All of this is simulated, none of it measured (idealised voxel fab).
This section sets out a process module, namely voxel wiring stack.
It is cross-section cut that appears here, measuring 210 nm in width, its square cells being 5 nm in size.
Cross-section spec: square-cell grid; bands listed top down; each band is one or more rows. In this notation a band is specified by the heights of its top and bottom, in that order and in nm, after which its materials appear from left to right, each paired with its width in nm. The word "throughout" attached to a single material means that material fills the band from edge to edge; the word "blank" stands for empty space. We count height from 0. Below that, the starting wafer is all one material. The lowest band never ends at the bottom but goes on down; see "from 0 down" for how that is written. The width entry "30->40" should be interpreted row by row: the top row of cells in the band takes the first number, the bottom row takes the second number, and the change between adjacent rows is uniform throughout. Where the words "identical to before" appear for a step, the cross-section shows no cell changed by that step; every cell remained as before. Look at "Sealed cavities" for the closed voids: empty spaces with no open path to the top, sized 8 cells or up. Each is width x height at distance, distance from the left edge, all nm. On each step's line, the part that comes after the settings is the simulator's own comment on the step. Each step line may optionally specify "overlay nm", which for a step with a mask gives the rightward distance between the mask's planned place and where it lay, a negative value indicating the leftward direction.
Steps planned for the process
1) RECEIVE (material Si)
2) CONFORMAL_DEP (material SiO2; thk nm 10)
3) CONFORMAL_DEP (material SiCN; thk nm 5)
4) DIRECTIONAL_DEP (material SiO2; thk nm 25)
5) MASKED_ETCH (tone open; mask id METAL_1; width nm 30; pitch nm 45; etch materials SiO2; depth nm 25; overlay nm 0)
6) MASKED_ETCH (tone open; mask id METAL_1; width nm 30; pitch nm 45; etch materials SiCN; depth nm 5; overlay nm 0)
7) CONFORMAL_DEP (material TiN; thk nm 5)
8) FILL_DEP (material W; thk nm 10)
9) CMP (height nm 40)
10) EPI (material Ru; thk nm 5)
11) FILL_DEP (material SiCN; thk nm 5)
12) DIRECTIONAL_DEP (material SiO2; thk nm 35)
13) DIRECTIONAL_DEP (material aC; thk nm 15)
14) PATTERN (tone open; mask id METAL_2_HOLES; material resist; width nm 15; pitch nm 45; thk nm 30; overlay nm 0)
15) DIRECTIONAL_ETCH (etch materials aC; depth nm 15)
16) STRIP (etch materials resist)
17) DIRECTIONAL_ETCH (etch materials SiO2; depth nm 35)
18) STRIP (etch materials aC)
19) PATTERN (tone open; mask id METAL_2; material resist; width nm 30; pitch nm 45; thk nm 20; overlay nm 0)
20) DIRECTIONAL_ETCH (etch materials SiO2; depth nm 20)
21) DIRECTIONAL_ETCH (etch materials SiCN; depth nm 5)
22) STRIP (etch materials resist)
23) CONFORMAL_DEP (material TiN; thk nm 5)
24) FILL_DEP (material Cu; thk nm 10)
25) CMP (height nm 85)
26) CONFORMAL_DEP (material SiCN; thk nm 5)
First wafer of two (run as planned)
Cross-section of the wafer upon arrival, representing the state reached after step 1
* from 0 down | Si throughout
* Sealed cavities: none
Cross-section through the wafer, step 2 finished
* from 10 to 0 | SiO2 throughout
* Whatever lies below 0 is exactly as it was before.
Cross-section through the wafer, step 3 finished
* from 15 to 10 | SiCN throughout
* Whatever lies below 10 is exactly as it was before.
Cross-section through the wafer, step 4 finished
* from 40 to 15 | SiO2 throughout
* Whatever lies below 15 is exactly as it was before.
Cross-section through the wafer, step 5 finished
* from 40 to 15 | SiO2: 65 | blank: 30 | SiO2: 15 | blank: 30 | SiO2: 70
* Whatever lies below 15 is exactly as it was before.
Cross-section through the wafer, step 6 finished
* from 40 to 15 | SiO2: 65 | blank: 30 | SiO2: 15 | blank: 30 | SiO2: 70
* from 15 to 10 | SiCN: 65 | blank: 30 | SiCN: 15 | blank: 30 | SiCN: 70
* Whatever lies below 10 is exactly as it was before.
Cross-section through the wafer, step 7 finished
* from 45 to 40 | TiN: 70 | blank: 20 | TiN: 25 | blank: 20 | TiN: 75
* from 40 to 15 | SiO2: 65 | TiN: 5 | blank: 20 | TiN: 5 | SiO2: 15 | TiN: 5 | blank: 20 | TiN: 5 | SiO2: 70
* from 15 to 10 | SiCN: 65 | TiN: 30 | SiCN: 15 | TiN: 30 | SiCN: 70
* Whatever lies below 10 is exactly as it was before.
Cross-section through the wafer, step 8 finished
* from 55 to 45 | W throughout
* from 45 to 40 | TiN: 70 | W: 20 | TiN: 25 | W: 20 | TiN: 75
* from 40 to 15 | SiO2: 65 | TiN: 5 | W: 20 | TiN: 5 | SiO2: 15 | TiN: 5 | W: 20 | TiN: 5 | SiO2: 70
* Whatever lies below 15 is exactly as it was before.
Cross-section through the wafer, step 9 finished
* from 40 to 15 | SiO2: 65 | TiN: 5 | W: 20 | TiN: 5 | SiO2: 15 | TiN: 5 | W: 20 | TiN: 5 | SiO2: 70
* Whatever lies below 15 is exactly as it was before.
Cross-section through the wafer, step 10 finished
* from 45 to 40 | blank: 60 | Ru: 40 | blank: 5 | Ru: 40 | blank: 65
* Whatever lies below 40 is exactly as it was before.
Cross-section through the wafer, step 11 finished
* from 50 to 45 | SiCN throughout
* from 45 to 40 | SiCN: 60 | Ru: 40 | SiCN: 5 | Ru: 40 | SiCN: 65
* Whatever lies below 40 is exactly as it was before.
Cross-section through the wafer, step 12 finished
* from 85 to 50 | SiO2 throughout
* Whatever lies below 50 is exactly as it was before.
Cross-section through the wafer, step 13 finished
* from 100 to 85 | aC throughout
* Whatever lies below 85 is exactly as it was before.
Cross-section through the wafer, step 14 finished
* from 130 to 100 | resist: 65 | blank: 15 | resist: 30 | blank: 15 | resist: 85
* Whatever lies below 100 is exactly as it was before.
Cross-section through the wafer, step 15 finished
* from 115 to 100 | resist: 65 | blank: 15 | resist: 30 | blank: 15 | resist: 85
* from 100 to 85 | aC: 65 | blank: 15 | aC: 30 | blank: 15 | aC: 85
* Whatever lies below 85 is exactly as it was before.
Cross-section through the wafer, step 16 finished
* from 100 to 85 | aC: 65 | blank: 15 | aC: 30 | blank: 15 | aC: 85
* Whatever lies below 85 is exactly as it was before.
Cross-section through the wafer, step 17 finished
* from 100 to 85 | aC: 65 | blank: 15 | aC: 30 | blank: 15 | aC: 85
* from 85 to 50 | SiO2: 65 | blank: 15 | SiO2: 30 | blank: 15 | SiO2: 85
* Whatever lies below 50 is exactly as it was before.
Cross-section through the wafer, step 18 finished
* from 85 to 50 | SiO2: 65 | blank: 15 | SiO2: 30 | blank: 15 | SiO2: 85
* Whatever lies below 50 is exactly as it was before.
Cross-section through the wafer, step 19 finished
* from 105 to 85 | resist: 65 | blank: 30 | resist: 15 | blank: 30 | resist: 70
* Whatever lies below 85 is exactly as it was before.
Cross-section through the wafer, step 20 finished
* from 105 to 85 | resist: 65 | blank: 30 | resist: 15 | blank: 30 | resist: 70
* from 85 to 65 | SiO2: 65 | blank: 30 | SiO2: 15 | blank: 30 | SiO2: 70
* Whatever lies below 65 is exactly as it was before.
Cross-section through the wafer, step 21 finished
* from 105 to 85 | resist: 65 | blank: 30 | resist: 15 | blank: 30 | resist: 70
* from 85 to 65 | SiO2: 65 | blank: 30 | SiO2: 15 | blank: 30 | SiO2: 70
* from 65 to 50 | SiO2: 65 | blank: 15 | SiO2: 30 | blank: 15 | SiO2: 85
* from 50 to 45 | SiCN: 65 | blank: 15 | SiCN: 30 | blank: 15 | SiCN: 85
* Whatever lies below 45 is exactly as it was before.
Cross-section through the wafer, step 22 finished
* from 85 to 65 | SiO2: 65 | blank: 30 | SiO2: 15 | blank: 30 | SiO2: 70
* Whatever lies below 65 is exactly as it was before.
Cross-section through the wafer, step 23 finished
* from 90 to 85 | TiN: 70 | blank: 20 | TiN: 25 | blank: 20 | TiN: 75
* from 85 to 70 | SiO2: 65 | TiN: 5 | blank: 20 | TiN: 5 | SiO2: 15 | TiN: 5 | blank: 20 | TiN: 5 | SiO2: 70
* from 70 to 65 | SiO2: 65 | TiN: 5 | blank: 5 | TiN: 20 | SiO2: 15 | TiN: 5 | blank: 5 | TiN: 20 | SiO2: 70
* from 65 to 50 | SiO2: 65 | TiN: 5 | blank: 5 | TiN: 5 | SiO2: 30 | TiN: 5 | blank: 5 | TiN: 5 | SiO2: 85
* from 50 to 45 | SiCN: 65 | TiN: 15 | SiCN: 30 | TiN: 15 | SiCN: 85
* Whatever lies below 45 is exactly as it was before.
Cross-section through the wafer, step 24 finished
* from 100 to 90 | Cu throughout
* from 90 to 85 | TiN: 70 | Cu: 20 | TiN: 25 | Cu: 20 | TiN: 75
* from 85 to 70 | SiO2: 65 | TiN: 5 | Cu: 20 | TiN: 5 | SiO2: 15 | TiN: 5 | Cu: 20 | TiN: 5 | SiO2: 70
* from 70 to 65 | SiO2: 65 | TiN: 5 | Cu: 5 | TiN: 20 | SiO2: 15 | TiN: 5 | Cu: 5 | TiN: 20 | SiO2: 70
* from 65 to 50 | SiO2: 65 | TiN: 5 | Cu: 5 | TiN: 5 | SiO2: 30 | TiN: 5 | Cu: 5 | TiN: 5 | SiO2: 85
* Whatever lies below 50 is exactly as it was before.
Cross-section through the wafer, step 25 finished
* from 85 to 70 | SiO2: 65 | TiN: 5 | Cu: 20 | TiN: 5 | SiO2: 15 | TiN: 5 | Cu: 20 | TiN: 5 | SiO2: 70
* Whatever lies below 70 is exactly as it was before.
Cross-section through the wafer, step 26 finished
* from 90 to 85 | SiCN throughout
* Whatever lies below 85 is exactly as it was before.
The second wafer: identical to the first at the outset and in its planned sequence, differing only in that one mistake was made during processing; up to and including step 4, its path is the first wafer's path
Second wafer, sectioned view, at step 5's planned end time
* from 40 to 15 | blank: 65 | SiO2: 30 | blank: 15 | SiO2: 30 | blank: 70
* Whatever lies below 15 is exactly as it was before.
Second wafer, sectioned view, at step 6's planned end time: identical to before
Second wafer, sectioned view, at step 7's planned end time
* from 45 to 40 | blank: 60 | TiN: 40 | blank: 5 | TiN: 40 | blank: 65
* from 40 to 20 | blank: 60 | TiN: 5 | SiO2: 30 | TiN: 5 | blank: 5 | TiN: 5 | SiO2: 30 | TiN: 5 | blank: 65
* from 20 to 15 | TiN: 65 | SiO2: 30 | TiN: 15 | SiO2: 30 | TiN: 70
* Whatever lies below 15 is exactly as it was before.
Second wafer, sectioned view, at step 8's planned end time
* from 55 to 45 | W throughout
* from 45 to 40 | W: 60 | TiN: 40 | W: 5 | TiN: 40 | W: 65
* from 40 to 20 | W: 60 | TiN: 5 | SiO2: 30 | TiN: 5 | W: 5 | TiN: 5 | SiO2: 30 | TiN: 5 | W: 65
* Whatever lies below 20 is exactly as it was before.
Second wafer, sectioned view, at step 9's planned end time
* from 40 to 20 | W: 60 | TiN: 5 | SiO2: 30 | TiN: 5 | W: 5 | TiN: 5 | SiO2: 30 | TiN: 5 | W: 65
* Whatever lies below 20 is exactly as it was before.
Second wafer, sectioned view, at step 10's planned end time
* from 45 to 40 | Ru: 70 | blank: 20 | Ru: 25 | blank: 20 | Ru: 75
* Whatever lies below 40 is exactly as it was before.
Second wafer, sectioned view, at step 11's planned end time
* from 50 to 45 | SiCN throughout
* from 45 to 40 | Ru: 70 | SiCN: 20 | Ru: 25 | SiCN: 20 | Ru: 75
* Whatever lies below 40 is exactly as it was before.
Second wafer, sectioned view, at step 12's planned end time
* from 85 to 50 | SiO2 throughout
* Whatever lies below 50 is exactly as it was before.
Second wafer, sectioned view, at step 13's planned end time
* from 100 to 85 | aC throughout
* Whatever lies below 85 is exactly as it was before.
Second wafer, sectioned view, at step 14's planned end time
* from 130 to 100 | resist: 65 | blank: 15 | resist: 30 | blank: 15 | resist: 85
* Whatever lies below 100 is exactly as it was before.
Second wafer, sectioned view, at step 15's planned end time
* from 115 to 100 | resist: 65 | blank: 15 | resist: 30 | blank: 15 | resist: 85
* from 100 to 85 | aC: 65 | blank: 15 | aC: 30 | blank: 15 | aC: 85
* Whatever lies below 85 is exactly as it was before.
Second wafer, sectioned view, at step 16's planned end time
* from 100 to 85 | aC: 65 | blank: 15 | aC: 30 | blank: 15 | aC: 85
* Whatever lies below 85 is exactly as it was before.
Second wafer, sectioned view, at step 17's planned end time
* from 100 to 85 | aC: 65 | blank: 15 | aC: 30 | blank: 15 | aC: 85
* from 85 to 50 | SiO2: 65 | blank: 15 | SiO2: 30 | blank: 15 | SiO2: 85
* Whatever lies below 50 is exactly as it was before.
Second wafer, sectioned view, at step 18's planned end time
* from 85 to 50 | SiO2: 65 | blank: 15 | SiO2: 30 | blank: 15 | SiO2: 85
* Whatever lies below 50 is exactly as it was before.
Second wafer, sectioned view, at step 19's planned end time
* from 105 to 85 | resist: 65 | blank: 30 | resist: 15 | blank: 30 | resist: 70
* Whatever lies below 85 is exactly as it was before.
Second wafer, sectioned view, at step 20's planned end time
* from 105 to 85 | resist: 65 | blank: 30 | resist: 15 | blank: 30 | resist: 70
* from 85 to 65 | SiO2: 65 | blank: 30 | SiO2: 15 | blank: 30 | SiO2: 70
* Whatever lies below 65 is exactly as it was before.
Second wafer, sectioned view, at step 21's planned end time
* from 105 to 85 | resist: 65 | blank: 30 | resist: 15 | blank: 30 | resist: 70
* from 85 to 65 | SiO2: 65 | blank: 30 | SiO2: 15 | blank: 30 | SiO2: 70
* from 65 to 50 | SiO2: 65 | blank: 15 | SiO2: 30 | blank: 15 | SiO2: 85
* from 50 to 45 | SiCN: 65 | blank: 15 | SiCN: 30 | blank: 15 | SiCN: 85
* Whatever lies below 45 is exactly as it was before.
Second wafer, sectioned view, at step 22's planned end time
* from 85 to 65 | SiO2: 65 | blank: 30 | SiO2: 15 | blank: 30 | SiO2: 70
* Whatever lies below 65 is exactly as it was before.
Second wafer, sectioned view, at step 23's planned end time
* from 90 to 85 | TiN: 70 | blank: 20 | TiN: 25 | blank: 20 | TiN: 75
* from 85 to 70 | SiO2: 65 | TiN: 5 | blank: 20 | TiN: 5 | SiO2: 15 | TiN: 5 | blank: 20 | TiN: 5 | SiO2: 70
* from 70 to 65 | SiO2: 65 | TiN: 5 | blank: 5 | TiN: 20 | SiO2: 15 | TiN: 5 | blank: 5 | TiN: 20 | SiO2: 70
* from 65 to 50 | SiO2: 65 | TiN: 5 | blank: 5 | TiN: 5 | SiO2: 30 | TiN: 5 | blank: 5 | TiN: 5 | SiO2: 85
* from 50 to 45 | SiCN: 65 | TiN: 15 | SiCN: 30 | TiN: 15 | SiCN: 85
* Whatever lies below 45 is exactly as it was before.
Second wafer, sectioned view, at step 24's planned end time
* from 100 to 90 | Cu throughout
* from 90 to 85 | TiN: 70 | Cu: 20 | TiN: 25 | Cu: 20 | TiN: 75
* from 85 to 70 | SiO2: 65 | TiN: 5 | Cu: 20 | TiN: 5 | SiO2: 15 | TiN: 5 | Cu: 20 | TiN: 5 | SiO2: 70
* from 70 to 65 | SiO2: 65 | TiN: 5 | Cu: 5 | TiN: 20 | SiO2: 15 | TiN: 5 | Cu: 5 | TiN: 20 | SiO2: 70
* from 65 to 50 | SiO2: 65 | TiN: 5 | Cu: 5 | TiN: 5 | SiO2: 30 | TiN: 5 | Cu: 5 | TiN: 5 | SiO2: 85
* Whatever lies below 50 is exactly as it was before.
Second wafer, sectioned view, at step 25's planned end time
* from 85 to 70 | SiO2: 65 | TiN: 5 | Cu: 20 | TiN: 5 | SiO2: 15 | TiN: 5 | Cu: 20 | TiN: 5 | SiO2: 70
* Whatever lies below 70 is exactly as it was before.
Second wafer, sectioned view, at step 26's planned end time
* from 90 to 85 | SiCN throughout
* Whatever lies below 85 is exactly as it was before.
Here's what went sideways: planned and actual differ for step 5; actual: MASKED_ETCH (tone cover; mask id METAL_1; width nm 30; pitch nm 45; etch materials SiO2; depth nm 25; overlay nm 0)
The second wafer ends with more or fewer cells of some materials than the first, per final count: 18 more of Ru; 6 fewer of SiCN; 90 fewer of SiO2; 14 more of TiN; 64 more of W
